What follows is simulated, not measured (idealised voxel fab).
Name of the process module below: voxel capacitor over wiring
For reference, the cross-section in this document is cut, with width 295 nm and square cells of 5 nm.
Cross-section = grid of square cells, listed top down in bands; band = one or more rows.
Top, bottom (nm), then materials left to right with widths (nm); lone material tagged "edge to edge" fills the whole band edge to edge; "air" = empty space.
Height 0 is the level under which the wafer as received is all one material. The lowest band goes on downwards, as in "0 nm and below".
Per-row width for "30..40": begins at first number (top row of band), ends at second number (bottom row), increment between rows held constant.
What does "everything unchanged" mean for a step? It means no cell of the cross-section changed in that step.
If an empty space has no open way to the top and is at least 8 cells in size, "Closed-off voids" lists it, written width x height at distance, where distance is measured from the left edge and every value is in nm.
On a step's line, text after the settings is the simulator commenting on that step.
When a step includes a mask, the "overlay nm" setting on its line states how far to the right of its planned place that mask lay, and negative values state how far to the left.
[Process steps (planned)]
1: op RECEIVE | material Si
2: op CONFORMAL_DEP | material SiO2 | thk nm 10
3: op DIRECTIONAL_DEP | material TiN | thk nm 5
4: op DIRECTIONAL_DEP | material W | thk nm 20
5: op MASKED_ETCH | tone cover | mask id METAL_1 | width nm 30 | pitch nm 100 | etch materials W | depth nm 20 | overlay nm 0
6: op MASKED_ETCH | tone cover | mask id METAL_1 | width nm 30 | pitch nm 100 | etch materials TiN | depth nm 5 | overlay nm 0
7: op FILL_DEP | material SiO2 | thk nm 5
8: op CMP | height nm 35
9: op CONFORMAL_DEP | material SiCN | thk nm 5
10: op DIRECTIONAL_DEP | material lowk | thk nm 20
11: op MASKED_ETCH | tone open | mask id PLUG_1 | width nm 15 | etch materials lowk | depth nm 20 | overlay nm 0
12: op MASKED_ETCH | tone open | mask id PLUG_1 | width nm 15 | etch materials SiCN | depth nm 5 | overlay nm 0
13: op EPI | material Ru | thk nm 10
14: op EPI | material Ru | thk nm 10
15: op EPI | material Ru | thk nm 5
16: op DIRECTIONAL_DEP | material TiN | thk nm 5
17: op DIRECTIONAL_DEP | material Al2O3 | thk nm 5
18: op DIRECTIONAL_DEP | material TiN | thk nm 5
19: op DIRECTIONAL_DEP | material aC | thk nm 15
20: op PATTERN | tone cover | mask id UPPER_PLATE | material resist | width nm 75 | thk nm 30 | overlay nm 0
21: op DIRECTIONAL_ETCH | etch materials aC | depth nm 15
22: op STRIP | etch materials resist
23: op DIRECTIONAL_ETCH | etch materials TiN | depth nm 5
24: op DIRECTIONAL_ETCH | etch materials Al2O3 | depth nm 5
25: op STRIP | etch materials aC
26: op DIRECTIONAL_DEP | material aC | thk nm 10
27: op PATTERN | tone cover | mask id LOWER_PLATE | material resist | width nm 85 | thk nm 30 | overlay nm 0
28: op DIRECTIONAL_ETCH | etch materials aC | depth nm 10
29: op STRIP | etch materials resist
30: op DIRECTIONAL_ETCH | etch materials TiN | depth nm 5
31: op STRIP | etch materials aC
32: op FILL_DEP | material SiO2 | thk nm 20
33: op CMP | height nm 90
34: op PATTERN | tone open | mask id PLUG_2 | material resist | width nm 15 | thk nm 15 | overlay nm 0
35: op DIRECTIONAL_ETCH | etch materials SiO2 | depth nm 15
36: op STRIP | etch materials resist
37: op CONFORMAL_DEP | material TiN | thk nm 5
38: op FILL_DEP | material Ru | thk nm 10
39: op CMP | height nm 90
40: op CONFORMAL_DEP | material SiCN | thk nm 5
[Run as planned: first of two wafers]
[Cross-section of the wafer at receipt, which is the condition after step 1]
  0 nm and below = Si edge to edge
  Closed-off voids: none
[Step 2 complete: cross-section through the wafer]
  10 nm to 0 nm = SiO2 edge to edge
  Unchanged below 0.
[Step 3 complete: cross-section through the wafer]
  15 nm to 10 nm = TiN edge to edge
  Unchanged below 10.
[Step 4 complete: cross-section through the wafer]
  35 nm to 15 nm = W edge to edge
  Unchanged below 15.
[Step 5 complete: cross-section through the wafer]
  35 nm to 15 nm = 80 of air, then 30 of W, then 70 of air, then 30 of W, then 85 of air
  Unchanged below 15.
[Step 6 complete: cross-section through the wafer]
  35 nm to 15 nm = 80 of air, then 30 of W, then 70 of air, then 30 of W, then 85 of air
  15 nm to 10 nm = 80 of air, then 30 of TiN, then 70 of air, then 30 of TiN, then 85 of air
  Unchanged below 10.
[Step 7 complete: cross-section through the wafer]
  40 nm to 35 nm = SiO2 edge to edge
  35 nm to 15 nm = 80 of SiO2, then 30 of W, then 70 of SiO2, then 30 of W, then 85 of SiO2
  15 nm to 10 nm = 80 of SiO2, then 30 of TiN, then 70 of SiO2, then 30 of TiN, then 85 of SiO2
  Unchanged below 10.
[Step 8 complete: cross-section through the wafer]
  35 nm to 15 nm = 80 of SiO2, then 30 of W, then 70 of SiO2, then 30 of W, then 85 of SiO2
  Unchanged below 15.
[Step 9 complete: cross-section through the wafer]
  40 nm to 35 nm = SiCN edge to edge
  Unchanged below 35.
[Step 10 complete: cross-section through the wafer]
  60 nm to 40 nm = lowk edge to edge
  Unchanged below 40.
[Step 11 complete: cross-section through the wafer]
  60 nm to 40 nm = 95 of lowk, then 15 of air, then 185 of lowk
  Unchanged below 40.
[Step 12 complete: cross-section through the wafer]
  60 nm to 40 nm = 95 of lowk, then 15 of air, then 185 of lowk
  40 nm to 35 nm = 95 of SiCN, then 15 of air, then 185 of SiCN
  Unchanged below 35.
[Step 13 complete: cross-section through the wafer]
  60 nm to 45 nm = 95 of lowk, then 15 of air, then 185 of lowk
  45 nm to 40 nm = 95 of lowk, then 15 of Ru, then 185 of lowk
  40 nm to 35 nm = 95 of SiCN, then 15 of Ru, then 185 of SiCN
  Unchanged below 35.
[Step 14 complete: cross-section through the wafer]
  60 nm to 55 nm = 95 of lowk, then 15 of air, then 185 of lowk
  55 nm to 40 nm = 95 of lowk, then 15 of Ru, then 185 of lowk
  Unchanged below 40.
[Step 15 complete: cross-section through the wafer]
  60 nm to 40 nm = 95 of lowk, then 15 of Ru, then 185 of lowk
  Unchanged below 40.
[Step 16 complete: cross-section through the wafer]
  65 nm to 60 nm = TiN edge to edge
  Unchanged below 60.
[Step 17 complete: cross-section through the wafer]
  70 nm to 65 nm = Al2O3 edge to edge
  Unchanged below 65.
[Step 18 complete: cross-section through the wafer]
  75 nm to 70 nm = TiN edge to edge
  Unchanged below 70.
[Step 19 complete: cross-section through the wafer]
  90 nm to 75 nm = aC edge to edge
  Unchanged below 75.
[Step 20 complete: cross-section through the wafer]
  120 nm to 90 nm = 95 of air, then 75 of resist, then 125 of air
  Unchanged below 90.
[Step 21 complete: cross-section through the wafer]
  105 nm to 90 nm = 95 of air, then 75 of resist, then 125 of air
  90 nm to 75 nm = 95 of air, then 75 of aC, then 125 of air
  Unchanged below 75.
[Step 22 complete: cross-section through the wafer]
  90 nm to 75 nm = 95 of air, then 75 of aC, then 125 of air
  Unchanged below 75.
[Step 23 complete: cross-section through the wafer]
  90 nm to 75 nm = 95 of air, then 75 of aC, then 125 of air
  75 nm to 70 nm = 95 of air, then 75 of TiN, then 125 of air
  Unchanged below 70.
[Step 24 complete: cross-section through the wafer]
  90 nm to 75 nm = 95 of air, then 75 of aC, then 125 of air
  75 nm to 70 nm = 95 of air, then 75 of TiN, then 125 of air
  70 nm to 65 nm = 95 of air, then 75 of Al2O3, then 125 of air
  Unchanged below 65.
[Step 25 complete: cross-section through the wafer]
  75 nm to 70 nm = 95 of air, then 75 of TiN, then 125 of air
  Unchanged below 70.
[Step 26 complete: cross-section through the wafer]
  85 nm to 75 nm = 95 of air, then 75 of aC, then 125 of air
  75 nm to 70 nm = 95 of aC, then 75 of TiN, then 125 of aC
  70 nm to 65 nm = 95 of aC, then 75 of Al2O3, then 125 of aC
  Unchanged below 65.
[Step 27 complete: cross-section through the wafer]
  115 nm to 85 nm = 90 of air, then 85 of resist, then 120 of air
  85 nm to 75 nm = 90 of air, then 5 of resist, then 75 of aC, then 5 of resist, then 120 of air
  Unchanged below 75.
[Step 28 complete: cross-section through the wafer]
  105 nm to 85 nm = 90 of air, then 85 of resist, then 120 of air
  85 nm to 75 nm = 90 of air, then 5 of resist, then 75 of aC, then 5 of resist, then 120 of air
  75 nm to 70 nm = 90 of air, then 5 of aC, then 75 of TiN, then 5 of aC, then 120 of air
  70 nm to 65 nm = 90 of air, then 5 of aC, then 75 of Al2O3, then 5 of aC, then 120 of air
  Unchanged below 65.
[Step 29 complete: cross-section through the wafer]
  85 nm to 75 nm = 95 of air, then 75 of aC, then 125 of air
  Unchanged below 75.
[Step 30 complete: cross-section through the wafer]
  85 nm to 75 nm = 95 of air, then 75 of aC, then 125 of air
  75 nm to 70 nm = 90 of air, then 5 of aC, then 75 of TiN, then 5 of aC, then 120 of air
  70 nm to 65 nm = 90 of air, then 5 of aC, then 75 of Al2O3, then 5 of aC, then 120 of air
  65 nm to 60 nm = 90 of air, then 85 of TiN, then 120 of air
  Unchanged below 60.
[Step 31 complete: cross-section through the wafer]
  75 nm to 70 nm = 95 of air, then 75 of TiN, then 125 of air
  70 nm to 65 nm = 95 of air, then 75 of Al2O3, then 125 of air
  Unchanged below 65.
[Step 32 complete: cross-section through the wafer]
  95 nm to 75 nm = SiO2 edge to edge
  75 nm to 70 nm = 95 of SiO2, then 75 of TiN, then 125 of SiO2
  70 nm to 65 nm = 95 of SiO2, then 75 of Al2O3, then 125 of SiO2
  65 nm to 60 nm = 90 of SiO2, then 85 of TiN, then 120 of SiO2
  Unchanged below 60.
[Step 33 complete: cross-section through the wafer]
  90 nm to 75 nm = SiO2 edge to edge
  Unchanged below 75.
[Step 34 complete: cross-section through the wafer]
  105 nm to 90 nm = 105 of resist, then 15 of air, then 175 of resist
  Unchanged below 90.
[Step 35 complete: cross-section through the wafer]
  105 nm to 90 nm = 105 of resist, then 15 of air, then 175 of resist
  90 nm to 75 nm = 105 of SiO2, then 15 of air, then 175 of SiO2
  Unchanged below 75.
[Step 36 complete: cross-section through the wafer]
  90 nm to 75 nm = 105 of SiO2, then 15 of air, then 175 of SiO2
  Unchanged below 75.
[Step 37 complete: cross-section through the wafer]
  95 nm to 90 nm = 110 of TiN, then 5 of air, then 180 of TiN
  90 nm to 80 nm = 105 of SiO2, then 5 of TiN, then 5 of air, then 5 of TiN, then 175 of SiO2
  80 nm to 70 nm = 105..95 of SiO2, then 15..75 of TiN, then 175..125 of SiO2
  Unchanged below 70.
[Step 38 complete: cross-section through the wafer]
  105 nm to 95 nm = Ru edge to edge
  95 nm to 90 nm = 110 of TiN, then 5 of Ru, then 180 of TiN
  90 nm to 80 nm = 105 of SiO2, then 5 of TiN, then 5 of Ru, then 5 of TiN, then 175 of SiO2
  Unchanged below 80.
[Step 39 complete: cross-section through the wafer]
  90 nm to 80 nm = 105 of SiO2, then 5 of TiN, then 5 of Ru, then 5 of TiN, then 175 of SiO2
  Unchanged below 80.
[Step 40 complete: cross-section through the wafer]
  95 nm to 90 nm = SiCN edge to edge
  Unchanged below 90.
[Second wafer. Start and plan as for the first. One mistake made in running. Agrees with the first up to and including step 12]
[Second wafer: cross-section at the scheduled end of step 14]
  65 nm to 60 nm = 90 of air, then 25 of Ru, then 180 of air
  60 nm to 40 nm = 95 of lowk, then 15 of Ru, then 185 of lowk
  40 nm to 35 nm = 95 of SiCN, then 15 of Ru, then 185 of SiCN
  Unchanged below 35.
[Second wafer: cross-section at the scheduled end of step 15]
  70 nm to 60 nm = 85 of air, then 35 of Ru, then 175 of air
  Unchanged below 60.
[Second wafer: cross-section at the scheduled end of step 16]
  75 nm to 70 nm = 85 of air, then 35 of TiN, then 175 of air
  70 nm to 65 nm = 85 of air, then 35 of Ru, then 175 of air
  65 nm to 60 nm = 85 of TiN, then 35 of Ru, then 175 of TiN
  Unchanged below 60.
[Second wafer: cross-section at the scheduled end of step 17]
  80 nm to 75 nm = 85 of air, then 35 of Al2O3, then 175 of air
  75 nm to 70 nm = 85 of air, then 35 of TiN, then 175 of air
  70 nm to 65 nm = 85 of Al2O3, then 35 of Ru, then 175 of Al2O3
  Unchanged below 65.
[Second wafer: cross-section at the scheduled end of step 18]
  85 nm to 80 nm = 85 of air, then 35 of TiN, then 175 of air
  80 nm to 75 nm = 85 of air, then 35 of Al2O3, then 175 of air
  75 nm to 70 nm = TiN edge to edge
  Unchanged below 70.
[Second wafer: cross-section at the scheduled end of step 19]
  100 nm to 90 nm = 85 of air, then 35 of aC, then 175 of air
  90 nm to 85 nm = aC edge to edge
  85 nm to 80 nm = 85 of aC, then 35 of TiN, then 175 of aC
  80 nm to 75 nm = 85 of aC, then 35 of Al2O3, then 175 of aC
  Unchanged below 75.
[Second wafer: cross-section at the scheduled end of step 20]
  130 nm to 100 nm = 95 of air, then 75 of resist, then 125 of air
  100 nm to 90 nm = 85 of air, then 35 of aC, then 50 of resist, then 125 of air
  Unchanged below 90.
[Second wafer: cross-section at the scheduled end of step 21]
  115 nm to 100 nm = 95 of air, then 75 of resist, then 125 of air
  100 nm to 90 nm = 95 of air, then 25 of aC, then 50 of resist, then 125 of air
  90 nm to 85 nm = 95 of air, then 75 of aC, then 125 of air
  85 nm to 80 nm = 85 of air, then 35 of TiN, then 50 of aC, then 125 of air
  80 nm to 75 nm = 85 of air, then 35 of Al2O3, then 50 of aC, then 125 of air
  Unchanged below 75.
[Second wafer: cross-section at the scheduled end of step 22]
  100 nm to 90 nm = 95 of air, then 25 of aC, then 175 of air
  Unchanged below 90.
[Second wafer: cross-section at the scheduled end of step 23]
  100 nm to 90 nm = 95 of air, then 25 of aC, then 175 of air
  90 nm to 85 nm = 95 of air, then 75 of aC, then 125 of air
  85 nm to 80 nm = 95 of air, then 25 of TiN, then 50 of aC, then 125 of air
  80 nm to 75 nm = 85 of air, then 35 of Al2O3, then 50 of aC, then 125 of air
  75 nm to 70 nm = 85 of air, then 85 of TiN, then 125 of air
  Unchanged below 70.
[Second wafer: cross-section at the scheduled end of step 24]
  100 nm to 90 nm = 95 of air, then 25 of aC, then 175 of air
  90 nm to 85 nm = 95 of air, then 75 of aC, then 125 of air
  85 nm to 80 nm = 95 of air, then 25 of TiN, then 50 of aC, then 125 of air
  80 nm to 75 nm = 95 of air, then 25 of Al2O3, then 50 of aC, then 125 of air
  75 nm to 70 nm = 85 of air, then 85 of TiN, then 125 of air
  70 nm to 65 nm = 85 of air, then 35 of Ru, then 50 of Al2O3, then 125 of air
  Unchanged below 65.
[Second wafer: cross-section at the scheduled end of step 25]
  85 nm to 80 nm = 95 of air, then 25 of TiN, then 175 of air
  80 nm to 75 nm = 95 of air, then 25 of Al2O3, then 175 of air
  Unchanged below 75.
[Second wafer: cross-section at the scheduled end of step 26]
  95 nm to 85 nm = 95 of air, then 25 of aC, then 175 of air
  85 nm to 80 nm = 85 of air, then 10 of aC, then 25 of TiN, then 50 of aC, then 125 of air
  80 nm to 75 nm = 85 of air, then 10 of aC, then 25 of Al2O3, then 50 of aC, then 125 of air
  75 nm to 70 nm = 85 of aC, then 85 of TiN, then 125 of aC
  70 nm to 65 nm = 85 of aC, then 35 of Ru, then 50 of Al2O3, then 125 of aC
  Unchanged below 65.
[Second wafer: cross-section at the scheduled end of step 27]
  125 nm to 95 nm = 90 of air, then 85 of resist, then 120 of air
  95 nm to 85 nm = 90 of air, then 5 of resist, then 25 of aC, then 55 of resist, then 120 of air
  85 nm to 80 nm = 85 of air, then 10 of aC, then 25 of TiN, then 50 of aC, then 5 of resist, then 120 of air
  80 nm to 75 nm = 85 of air, then 10 of aC, then 25 of Al2O3, then 50 of aC, then 5 of resist, then 120 of air
  Unchanged below 75.
[Second wafer: cross-section at the scheduled end of step 28]
  115 nm to 95 nm = 90 of air, then 85 of resist, then 120 of air
  95 nm to 85 nm = 90 of air, then 5 of resist, then 25 of aC, then 55 of resist, then 120 of air
  85 nm to 80 nm = 90 of air, then 5 of aC, then 25 of TiN, then 50 of aC, then 5 of resist, then 120 of air
  80 nm to 75 nm = 90 of air, then 5 of aC, then 25 of Al2O3, then 50 of aC, then 5 of resist, then 120 of air
  75 nm to 70 nm = 85 of air, then 85 of TiN, then 5 of aC, then 120 of air
  70 nm to 65 nm = 85 of air, then 35 of Ru, then 50 of Al2O3, then 5 of aC, then 120 of air
  Unchanged below 65.
[Second wafer: cross-section at the scheduled end of step 29]
  95 nm to 85 nm = 95 of air, then 25 of aC, then 175 of air
  85 nm to 80 nm = 90 of air, then 5 of aC, then 25 of TiN, then 50 of aC, then 125 of air
  80 nm to 75 nm = 90 of air, then 5 of aC, then 25 of Al2O3, then 50 of aC, then 125 of air
  Unchanged below 75.
[Second wafer: cross-section at the scheduled end of step 30]
  95 nm to 85 nm = 95 of air, then 25 of aC, then 175 of air
  85 nm to 80 nm = 90 of air, then 5 of aC, then 25 of TiN, then 50 of aC, then 125 of air
  80 nm to 75 nm = 90 of air, then 5 of aC, then 25 of Al2O3, then 50 of aC, then 125 of air
  75 nm to 70 nm = 90 of air, then 80 of TiN, then 5 of aC, then 120 of air
  70 nm to 65 nm = 85 of air, then 35 of Ru, then 50 of Al2O3, then 5 of aC, then 120 of air
  65 nm to 60 nm = 85 of air, then 35 of Ru, then 55 of TiN, then 120 of air
  Unchanged below 60.
[Second wafer: cross-section at the scheduled end of step 31]
  85 nm to 80 nm = 95 of air, then 25 of TiN, then 175 of air
  80 nm to 75 nm = 95 of air, then 25 of Al2O3, then 175 of air
  75 nm to 70 nm = 90 of air, then 80 of TiN, then 125 of air
  70 nm to 65 nm = 85 of air, then 35 of Ru, then 50 of Al2O3, then 125 of air
  Unchanged below 65.
[Second wafer: cross-section at the scheduled end of step 32]
  105 nm to 85 nm = SiO2 edge to edge
  85 nm to 80 nm = 95 of SiO2, then 25 of TiN, then 175 of SiO2
  80 nm to 75 nm = 95 of SiO2, then 25 of Al2O3, then 175 of SiO2
  75 nm to 70 nm = 90 of SiO2, then 80 of TiN, then 125 of SiO2
  70 nm to 65 nm = 85 of SiO2, then 35 of Ru, then 50 of Al2O3, then 125 of SiO2
  65 nm to 60 nm = 85 of SiO2, then 35 of Ru, then 55 of TiN, then 120 of SiO2
  Unchanged below 60.
[Second wafer: cross-section at the scheduled end of step 33]
  90 nm to 85 nm = SiO2 edge to edge
  Unchanged below 85.
[Second wafer: cross-section at the scheduled end of step 34]
  105 nm to 90 nm = 105 of resist, then 15 of air, then 175 of resist
  Unchanged below 90.
[Second wafer: cross-section at the scheduled end of step 35]
  105 nm to 90 nm = 105 of resist, then 15 of air, then 175 of resist
  90 nm to 85 nm = 105 of SiO2, then 15 of air, then 175 of SiO2
  Unchanged below 85.
[Second wafer: cross-section at the scheduled end of step 36]
  90 nm to 85 nm = 105 of SiO2, then 15 of air, then 175 of SiO2
  Unchanged below 85.
[Second wafer: cross-section at the scheduled end of step 37]
  95 nm to 90 nm = 110 of TiN, then 5 of air, then 180 of TiN
  90 nm to 80 nm = 105..95 of SiO2, then 15..25 of TiN, then 175 of SiO2
  Unchanged below 80.
[Second wafer: cross-section at the scheduled end of step 38]
  105 nm to 95 nm = Ru edge to edge
  95 nm to 90 nm = 110 of TiN, then 5 of Ru, then 180 of TiN
  Unchanged below 90.
[Second wafer: cross-section at the scheduled end of step 39]
  90 nm to 80 nm = 105..95 of SiO2, then 15..25 of TiN, then 175 of SiO2
  Unchanged below 80.
[Second wafer: cross-section at the scheduled end of step 40]
  95 nm to 90 nm = SiCN edge to edge
  Unchanged below 90.
Finding, execution versus plan: which of the identical steps 13 and 14 was run twice cannot be determined, only that one of them was
FYI, end of process, the second wafer has more or fewer cells of some materials than the first: Ru +12, SiO2 -8, TiN -4
